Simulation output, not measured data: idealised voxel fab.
process module | voxel lift off
cross-section cut | 275 nm wide | cells 5 nm
A cross-section is a grid of square cells, given in bands from the top down. A band is one or more rows of cells.
Each band's line starts with the height of the band's top and of its bottom, in nm. Then come its materials from left to right, each with its width in nm. One material with "throughout" fills the band from edge to edge. "air" is empty space.
Height 0 is the level under which the wafer as received is all one material. The lowest band goes on downwards, as in "0 down".
A width such as "30 to 40" changes by the same amount from each row of cells to the next, from the band's top row to its bottom row.
"no change" after a step means that no cell of the cross-section changed.
closed voids: empty space of 8 cells or more with no open way to the top, each as width x height at its distance from the left edge, in nm
after a step's settings: what the simulator itself notes on the step
overlay nm, on a step with a mask: how far to the right of its planned place the mask lay; to the left if negative
plan
1 op RECEIVE | material Si
2 op CONFORMAL_DEP | material Al2O3 | thk nm 5
3 op PATTERN | tone open | mask id LINES | material resist | width nm 25 | pitch nm 45 | thk nm 25 | overlay nm 0
4 op DIRECTIONAL_DEP | material Ru | thk nm 10
5 op STRIP | etch materials resist
6 op CONFORMAL_DEP | material SiCN | thk nm 10
as received, after step 1
  0 down: Si throughout
  closed voids: none
a wafer at the end: this start, this plan, one mistake
  25 to 15: air 70 | SiCN 140 | air 65
  15 to 5: SiCN 80 | Ru 30 | SiCN 15 | Ru 30 | SiCN 15 | Ru 30 | SiCN 75
  5 to 0: Al2O3 throughout
  0 down: Si throughout
  closed voids: none
what went wrong: step 3 ran as: op PATTERN | tone open | mask id LINES | material resist | width nm 30 | pitch nm 45 | thk nm 25 | overlay nm 0
